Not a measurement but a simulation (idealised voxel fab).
Process module, titled voxel capacitor over wiring
FYI the section here is cut, 195 nm wide, cells are 5 nm squares.
Throughout this document, each cross-section is represented as a grid of square cells and is presented as a sequence of bands enumerated from the top downward, where a band comprises one or more rows of cells. The band entry comprises the height of the band's top followed by the height of its bottom, expressed in nm, and subsequently the band's materials from left to right, each stated together with its width in nm. Where a single material is marked with the word "full width", that material fills the band from edge to edge. The word "air" represents empty space. Zero point of the height axis is 0; under it, received wafer = one material. Lowest band: continues down indefinitely, "0 nm and below". When a width is written as two numbers, as in "30->40", the first number is the width in the top row of cells of the band and the second is the width in its bottom row, and the width changes by the same amount from each row to the next. Reading "identical to before" for a step: not a cell of the cross-section changed in it. This entry, "Enclosed empty spaces", enumerates those empty regions of no fewer than 8 cells that possess no open connection to the top. Each region is reported in the form width x height at distance, the distance being taken from the left edge, with all three quantities expressed in nm. Where a step's line continues beyond its settings, the continuation is a remark by the simulator itself on that step. When a step includes a mask, the "overlay nm" setting on its line states how far to the right of its planned place that mask lay, and negative values state how far to the left.

Planned process steps:
1) RECEIVE (material Si)
2) CONFORMAL_DEP (material SiO2; thk nm 15)
3) CONFORMAL_DEP (material SiN; thk nm 5)
4) DIRECTIONAL_DEP (material SiO2; thk nm 20)
5) DIRECTIONAL_DEP (material aC; thk nm 15)
6) PATTERN (tone open; mask id METAL_1; material resist; width nm 15; pitch nm 75; thk nm 35; overlay nm 0)
7) DIRECTIONAL_ETCH (etch materials aC; depth nm 15)
8) STRIP (etch materials resist)
9) DIRECTIONAL_ETCH (etch materials SiO2; depth nm 20)
10) DIRECTIONAL_ETCH (etch materials SiN; depth nm 5)
11) STRIP (etch materials aC)
12) CONFORMAL_DEP (material TiN; thk nm 5)
13) FILL_DEP (material Ru; thk nm 5)
14) CMP (height nm 40)
15) CONFORMAL_DEP (material SiCN; thk nm 5)
16) DIRECTIONAL_DEP (material lowk; thk nm 10)
17) MASKED_ETCH (tone open; mask id PLUG_1; width nm 15; etch materials lowk; depth nm 10; overlay nm 0)
18) MASKED_ETCH (tone open; mask id PLUG_1; width nm 15; etch materials SiCN; depth nm 5; overlay nm 0)
19) EPI (material Ru; thk nm 10)
20) EPI (material Ru; thk nm 5)
21) DIRECTIONAL_DEP (material TiN; thk nm 10)
22) DIRECTIONAL_DEP (material HfO2; thk nm 5)
23) DIRECTIONAL_DEP (material TiN; thk nm 10)
24) PATTERN (tone cover; mask id UPPER_PLATE; material resist; width nm 55; thk nm 15; overlay nm 0)
25) DIRECTIONAL_ETCH (etch materials TiN; depth nm 10)
26) DIRECTIONAL_ETCH (etch materials HfO2; depth nm 5)
27) STRIP (etch materials resist)
28) PATTERN (tone cover; mask id LOWER_PLATE; material resist; width nm 65; thk nm 15; overlay nm 0)
29) DIRECTIONAL_ETCH (etch materials TiN; depth nm 10)
30) STRIP (etch materials resist)
31) FILL_DEP (material SiO2; thk nm 20)
32) CMP (height nm 95)
33) PATTERN (tone open; mask id PLUG_2; material resist; width nm 15; thk nm 20; overlay nm 0)
34) DIRECTIONAL_ETCH (etch materials SiO2; depth nm 15)
35) STRIP (etch materials resist)
36) CONFORMAL_DEP (material TiN; thk nm 5)
37) FILL_DEP (material Ru; thk nm 5)
38) CMP (height nm 95)
39) CONFORMAL_DEP (material SiCN; thk nm 5)
Variable across wafers: step 6 width nm (plan value is that of the first wafer; starting state common to all).

First of several wafers (as received, post step 1), cross-sectional view:
	0 nm and below = Si full width
	Enclosed empty spaces: none

Last step of the module is step 39; after it, the first of several wafers in cross-section:
	100 nm to 95 nm = SiCN full width
	95 nm to 85 nm = SiO2 65 nm | TiN 5 nm | Ru 5 nm | TiN 5 nm | SiO2 115 nm
	85 nm to 80 nm = SiO2 65 nm | TiN 15 nm | SiO2 115 nm
	80 nm to 70 nm = SiO2 55 nm | TiN 55 nm | SiO2 85 nm
	70 nm to 65 nm = SiO2 55 nm | HfO2 55 nm | SiO2 85 nm
	65 nm to 55 nm = SiO2 50 nm | TiN 65 nm | SiO2 80 nm
	55 nm to 45 nm = lowk 55 nm | Ru 15 nm | lowk 125 nm
	45 nm to 40 nm = SiCN 55 nm | Ru 15 nm | SiCN 125 nm
	40 nm to 20 nm = SiO2 50 nm | TiN 5 nm | Ru 5 nm | TiN 5 nm | SiO2 60 nm | TiN 5 nm | Ru 5 nm | TiN 5 nm | SiO2 55 nm
	20 nm to 15 nm = SiN 50 nm | TiN 15 nm | SiN 60 nm | TiN 15 nm | SiN 55 nm
	15 nm to 0 nm = SiO2 full width
	0 nm and below = Si full width
	Enclosed empty spaces: none

Here we cross-sectioned the last of the wafers once the module was done:
	100 nm to 95 nm = SiCN full width
	95 nm to 85 nm = SiO2 65 nm | TiN 5 nm | Ru 5 nm | TiN 5 nm | SiO2 115 nm
	85 nm to 80 nm = SiO2 65 nm | TiN 15 nm | SiO2 115 nm
	80 nm to 70 nm = SiO2 55 nm | TiN 55 nm | SiO2 85 nm
	70 nm to 65 nm = SiO2 55 nm | HfO2 55 nm | SiO2 85 nm
	65 nm to 55 nm = SiO2 50 nm | TiN 65 nm | SiO2 80 nm
	55 nm to 45 nm = lowk 55 nm | Ru 15 nm | lowk 125 nm
	45 nm to 40 nm = SiCN 55 nm | Ru 15 nm | SiCN 125 nm
	40 nm to 20 nm = SiO2 40 nm | TiN 5 nm | Ru 30 nm | TiN 5 nm | SiO2 35 nm | TiN 5 nm | Ru 30 nm | TiN 5 nm | SiO2 40 nm
	20 nm to 15 nm = SiN 40 nm | TiN 40 nm | SiN 35 nm | TiN 40 nm | SiN 40 nm
	15 nm to 0 nm = SiO2 full width
	0 nm and below = Si full width
	Enclosed empty spaces: none

Heads up, this table goes wafer by wafer. A row tells you, at the end of the module, how many cells of each material that wafer has put on (+) or dropped (-) since it was received, and then its closed voids:
width nm 15 | +11 HfO2 | +19 Ru | +75 SiCN | +33 SiN | +493 SiO2 | +77 TiN | +72 lowk | Enclosed empty spaces: none
width nm 20 | +11 HfO2 | +27 Ru | +75 SiCN | +31 SiN | +485 SiO2 | +79 TiN | +72 lowk | Enclosed empty spaces: none
width nm 25 | +11 HfO2 | +35 Ru | +75 SiCN | +29 SiN | +477 SiO2 | +81 TiN | +72 lowk | Enclosed empty spaces: none
width nm 30 | +11 HfO2 | +43 Ru | +75 SiCN | +27 SiN | +469 SiO2 | +83 TiN | +72 lowk | Enclosed empty spaces: none
width nm 35 | +11 HfO2 | +51 Ru | +75 SiCN | +25 SiN | +461 SiO2 | +85 TiN | +72 lowk | Enclosed empty spaces: none
width nm 40 | +11 HfO2 | +59 Ru | +75 SiCN | +23 SiN | +453 SiO2 | +87 TiN | +72 lowk | Enclosed empty spaces: none
